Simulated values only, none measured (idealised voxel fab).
process module | voxel self aligned contacts
cross-section cut | 240 nm wide | cells 5 nm
A cross-section is a grid of square cells, given in bands from the top down. A band is one or more rows of cells.
Each band's line starts with the height of the band's top and of its bottom, in nm. Then come its materials from left to right, each with its width in nm. One material with "throughout" fills the band from edge to edge. "air" is empty space.
Height 0 is the level under which the wafer as received is all one material. The lowest band goes on downwards, as in "0 down".
A width such as "30 to 40" changes by the same amount from each row of cells to the next, from the band's top row to its bottom row.
"no change" after a step means that no cell of the cross-section changed.
closed voids: empty space of 8 cells or more with no open way to the top, each as width x height at its distance from the left edge, in nm
after a step's settings: what the simulator itself notes on the step
overlay nm, on a step with a mask: how far to the right of its planned place the mask lay; to the left if negative
plan
1 op RECEIVE | material Si
2 op CONFORMAL_DEP | material SiO2 | thk nm 5
3 op DIRECTIONAL_DEP | material polySi | thk nm 20
4 op DIRECTIONAL_DEP | material SiN | thk nm 20
5 op MASKED_ETCH | tone cover | mask id GATE | width nm 25 | pitch nm 65 | etch materials SiN | depth nm 20 | overlay nm 0
6 op MASKED_ETCH | tone cover | mask id GATE | width nm 25 | pitch nm 65 | etch materials polySi | depth nm 20 | overlay nm 0
7 op CONFORMAL_DEP | material SiN | thk nm 10
8 op DIRECTIONAL_ETCH | etch materials SiN | depth nm 10
9 op FILL_DEP | material SiO2 | thk nm 10
10 op CMP | height nm 50
11 op DIRECTIONAL_DEP | material aC | thk nm 15
12 op PATTERN | tone open | mask id CONTACT | material resist | width nm 50 | pitch nm 65 | thk nm 30 | overlay nm 0
13 op DIRECTIONAL_ETCH | etch materials aC | depth nm 15
14 op STRIP | etch materials resist
15 op DIRECTIONAL_ETCH | etch materials SiO2 | depth nm 50
16 op STRIP | etch materials aC
17 op CONFORMAL_DEP | material TiN | thk nm 5
18 op FILL_DEP | material Ru | thk nm 10
19 op CMP | height nm 50
20 op CONFORMAL_DEP | material SiN | thk nm 5
as received, after step 1
  0 down: Si throughout
  closed voids: none
first wafer at the end, as planned
  55 to 50: SiN throughout
  50 to 45: SiO2 60 | TiN 20 | Ru 10 | TiN 20 | SiO2 15 | TiN 20 | Ru 10 | TiN 20 | SiO2 65
  45 to 25: SiO2 30 | SiN 45 | TiN 5 | Ru 10 | TiN 5 | SiN 45 | TiN 5 | Ru 10 | TiN 5 | SiN 45 | SiO2 35
  25 to 5: SiO2 30 | SiN 10 | polySi 25 | SiN 10 | TiN 5 | Ru 10 | TiN 5 | SiN 10 | polySi 25 | SiN 10 | TiN 5 | Ru 10 | TiN 5 | SiN 10 | polySi 25 | SiN 10 | SiO2 35
  5 to 0: SiO2 75 | TiN 20 | SiO2 45 | TiN 20 | SiO2 80
  0 down: Si throughout
  closed voids: none
second wafer at the end: like start, like plan, one mistake
  55 to 50: SiN throughout
  50 to 45: SiO2 60 | TiN 20 | Ru 10 | TiN 20 | SiO2 15 | TiN 20 | Ru 10 | TiN 20 | SiO2 65
  45 to 40: SiO2 30 | SiN 45 | TiN 5 | Ru 10 | TiN 5 | SiN 45 | TiN 5 | Ru 10 | TiN 5 | SiN 45 | SiO2 35
  40 to 35: SiO2 30 | SiN 45 | TiN 20 | SiN 45 | TiN 20 | SiN 45 | SiO2 35
  35 to 25: SiN throughout
  25 to 5: polySi throughout
  5 to 0: SiO2 throughout
  0 down: Si throughout
  closed voids: none
what went wrong: step 5 ran as: op MASKED_ETCH | tone cover | mask id GATE | width nm 25 | pitch nm 65 | etch materials SiN | depth nm 10 | overlay nm 0
at the end the second wafer has, in cells: 28 fewer of Ru | 6 fewer of SiN | 70 fewer of SiO2 | 28 fewer of TiN | 132 more of polySi
